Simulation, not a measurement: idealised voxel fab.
The name of this process module is voxel transistor to metal.
Section shown: cut. Width: 285 nm. Cell size: 5 nm, square.
In what follows, cross-sections appear as grids of square cells, described through bands that run from the top down, where every band is one or more rows of cells.
Heads up on the band format: heights come first, top then bottom, in nm. After that it's the materials left to right, each with its width in nm. A single material flagged "all across" fills the whole band edge to edge, and "blank" means there's empty space there.
Heights from 0 (as-received wafer is one material below). Bottom band endless downward, as "0 nm and below".
Per-row width for "30 to 40": begins at first number (top row of band), ends at second number (bottom row), increment between rows held constant.
Key: "remains unaltered" - step with no changed cell in the cross-section.
Empty spaces counting at least 8 cells and having no open way to the top are listed in "Entrapped voids". The notation width x height at distance is used for each, the distance being from the left edge and all three values in nm.
Formally, on a step line, whatever follows the settings is a remark that the simulator itself makes on the step.
The optional step-line setting "overlay nm" applies to steps with a mask and quantifies how far to the right of its planned location the mask lay, a negative value indicating leftward placement.
SET OUT BELOW ARE THE PLANNED STEPS OF THE PROCESS
1. RECEIVE with material Si
2. CONFORMAL_DEP with material SiO2, thk nm 5
3. CONFORMAL_DEP with material SiN, thk nm 10
4. PATTERN with tone cover, mask id ACTIVE, material resist, width nm 115, pitch nm 135, thk nm 20, overlay nm 0
5. DIRECTIONAL_ETCH with etch materials SiN, depth nm 10
6. DIRECTIONAL_ETCH with etch materials SiO2, depth nm 5
7. DIRECTIONAL_ETCH with etch materials Si, depth nm 20
8. STRIP with etch materials resist
9. FILL_DEP with material SiO2, thk nm 5
10. CMP with height nm 15
11. SELECTIVE_ETCH with etch materials SiO2, depth nm 10
12. STRIP with etch materials SiN
13. SELECTIVE_ETCH with etch materials SiO2, depth nm 5
14. OXIDIZE with depth nm 5
15. DIRECTIONAL_DEP with material polySi, thk nm 30
16. DIRECTIONAL_DEP with material SiCN, thk nm 15
17. PATTERN with tone cover, mask id GATE, material resist, width nm 25, pitch nm 135, thk nm 20, overlay nm 0
18. DIRECTIONAL_ETCH with etch materials SiCN, depth nm 25
19. DIRECTIONAL_ETCH with etch materials polySi, depth nm 40
20. STRIP with etch materials resist
21. CONFORMAL_DEP with material SiO2, thk nm 5
22. DIRECTIONAL_ETCH with etch materials SiO2, depth nm 5
23. CONFORMAL_DEP with material SiN, thk nm 5
24. DIRECTIONAL_ETCH with etch materials SiN, depth nm 5
25. DIRECTIONAL_ETCH with etch materials SiO2, depth nm 5
26. DIRECTIONAL_ETCH with etch materials Si, depth nm 10
27. EPI with material pSi, thk nm 15
28. FILL_DEP with material SiO2, thk nm 5
29. CMP with height nm 45
30. DIRECTIONAL_DEP with material SiO2, thk nm 10
31. PATTERN with tone open, mask id CONTACT, material resist, width nm 15, thk nm 15, overlay nm 0
32. DIRECTIONAL_ETCH with etch materials SiO2, depth nm 55
33. STRIP with etch materials resist
34. CONFORMAL_DEP with material TiN, thk nm 5
35. FILL_DEP with material W, thk nm 10
36. CMP with height nm 55
37. CONFORMAL_DEP with material SiCN, thk nm 5
38. DIRECTIONAL_DEP with material SiO2, thk nm 20
39. DIRECTIONAL_DEP with material aC, thk nm 10
40. PATTERN with tone open, mask id METAL_1, material resist, width nm 15, thk nm 30, overlay nm 0
41. DIRECTIONAL_ETCH with etch materials aC, depth nm 10
42. STRIP with etch materials resist
43. DIRECTIONAL_ETCH with etch materials SiO2, depth nm 20
44. DIRECTIONAL_ETCH with etch materials SiCN, depth nm 5
45. STRIP with etch materials aC
46. CONFORMAL_DEP with material TiN, thk nm 5
47. FILL_DEP with material Cu, thk nm 5
48. CMP with height nm 80
49. CONFORMAL_DEP with material SiCN, thk nm 5
50. DIRECTIONAL_DEP with material lowk, thk nm 35
51. PATTERN with tone open, mask id METAL_2, material resist, width nm 15, pitch nm 135, thk nm 15, overlay nm 0
52. DIRECTIONAL_ETCH with etch materials lowk, depth nm 20
53. STRIP with etch materials resist
54. MASKED_ETCH with tone open, mask id METAL_2_HOLES, width nm 15, pitch nm 135, etch materials lowk, depth nm 15, overlay nm 0
55. MASKED_ETCH with tone open, mask id METAL_2_HOLES, width nm 15, pitch nm 135, etch materials SiCN, depth nm 5, overlay nm 0
56. CONFORMAL_DEP with material TiN, thk nm 5
57. FILL_DEP with material Ru, thk nm 5
58. CMP with height nm 120
59. CONFORMAL_DEP with material SiN, thk nm 5
AS-RECEIVED STATE OF THE WAFER IN CROSS-SECTION, EQUIVALENT TO POST-STEP 1
* 0 nm and below  Si all across
* Entrapped voids: none
BELOW IS THE WAFER IN CROSS-SECTION AFTER THE MODULE WAS COMPLETED. IT BEGAN FROM THE STARTING POINT SHOWN ABOVE AND FOLLOWED THE PLAN SHOWN ABOVE, EXCEPT THAT ONE MISTAKE WAS MADE WHILE RUNNING IT
* 125 nm to 120 nm  SiN all across
* 120 nm to 85 nm  lowk=25, TiN=5, Ru=5, TiN=5, lowk=120, TiN=5, Ru=5, TiN=5, lowk=110
* 85 nm to 80 nm  SiCN=25, TiN=15, SiCN=120, TiN=15, SiCN=110
* 80 nm to 60 nm  SiO2=25, TiN=5, Cu=5, TiN=5, SiO2=65, TiN=5, Cu=5, TiN=5, SiO2=40, TiN=5, Cu=5, TiN=5, SiO2=65, TiN=5, Cu=5, TiN=5, SiO2=30
* 60 nm to 55 nm  SiCN=25, TiN=15, SiCN=65, TiN=15, SiCN=40, TiN=15, SiCN=65, TiN=15, SiCN=30
* 55 nm to 45 nm  SiO2=25, TiN=5, W=5, TiN=5, SiO2=65, TiN=5, W=5, TiN=5, SiO2=40, TiN=5, W=5, TiN=5, SiO2=65, TiN=5, W=5, TiN=5, SiO2=30
* 45 nm to 35 nm  SiO2=25, TiN=5, W=5, TiN=5, SiO2=20, SiCN=25, SiO2=20, TiN=5, W=5, TiN=5, SiO2=40, TiN=5, W=5, TiN=5, SiO2=20, SiCN=25, SiO2=20, TiN=5, W=5, TiN=5, SiO2=30
* 35 nm to 30 nm  SiO2=25, TiN=5, W=5, TiN=5, SiO2=10, SiN=5, SiO2=5, SiCN=25, SiO2=5, SiN=5, SiO2=10, TiN=5, W=5, TiN=5, SiO2=40, TiN=5, W=5, TiN=5, SiO2=10, SiN=5, SiO2=5, SiCN=25, SiO2=5, SiN=5, SiO2=10, TiN=5, W=5, TiN=5, SiO2=30
* 30 nm to 15 nm  SiO2=25, TiN=5, W=5, TiN=5, SiO2=10, SiN=5, SiO2=5, polySi=25, SiO2=5, SiN=5, SiO2=10, TiN=5, W=5, TiN=5, SiO2=40, TiN=5, W=5, TiN=5, SiO2=10, SiN=5, SiO2=5, polySi=25, SiO2=5, SiN=5, SiO2=10, TiN=5, W=5, TiN=5, SiO2=30
* 15 nm to 10 nm  SiO2=25, TiN=15, SiO2=10, SiN=5, SiO2=5, polySi=25, SiO2=5, SiN=5, SiO2=10, TiN=15, SiO2=40, TiN=15, SiO2=10, SiN=5, SiO2=5, polySi=25, SiO2=5, SiN=5, SiO2=10, TiN=15, SiO2=30
* 10 nm to 0 nm  SiO2=25, TiN=10, pSi=15, SiN=5, SiO2=5, polySi=25, SiO2=5, SiN=5, pSi=15, TiN=10, SiO2=40, TiN=10, pSi=15, SiN=5, SiO2=5, polySi=25, SiO2=5, SiN=5, pSi=15, TiN=10, SiO2=30
* 0 nm to -5 nm  SiO2=10, pSi=40, SiO2=45, pSi=40, SiO2=10, pSi=40, SiO2=45, pSi=40, SiO2=15
* -5 nm to -15 nm  SiO2=15, pSi=35, Si=45, pSi=35, SiO2=20, pSi=35, Si=45, pSi=35, SiO2=20
* -15 nm to -20 nm  SiO2=15, Si=115, SiO2=20, Si=115, SiO2=20
* -20 nm and below  Si all across
* Entrapped voids: none
Against the plan, the run slipped here: for step 24, the planned setting was not used; the step was instead run as DIRECTIONAL_ETCH with etch materials SiN, depth nm 15
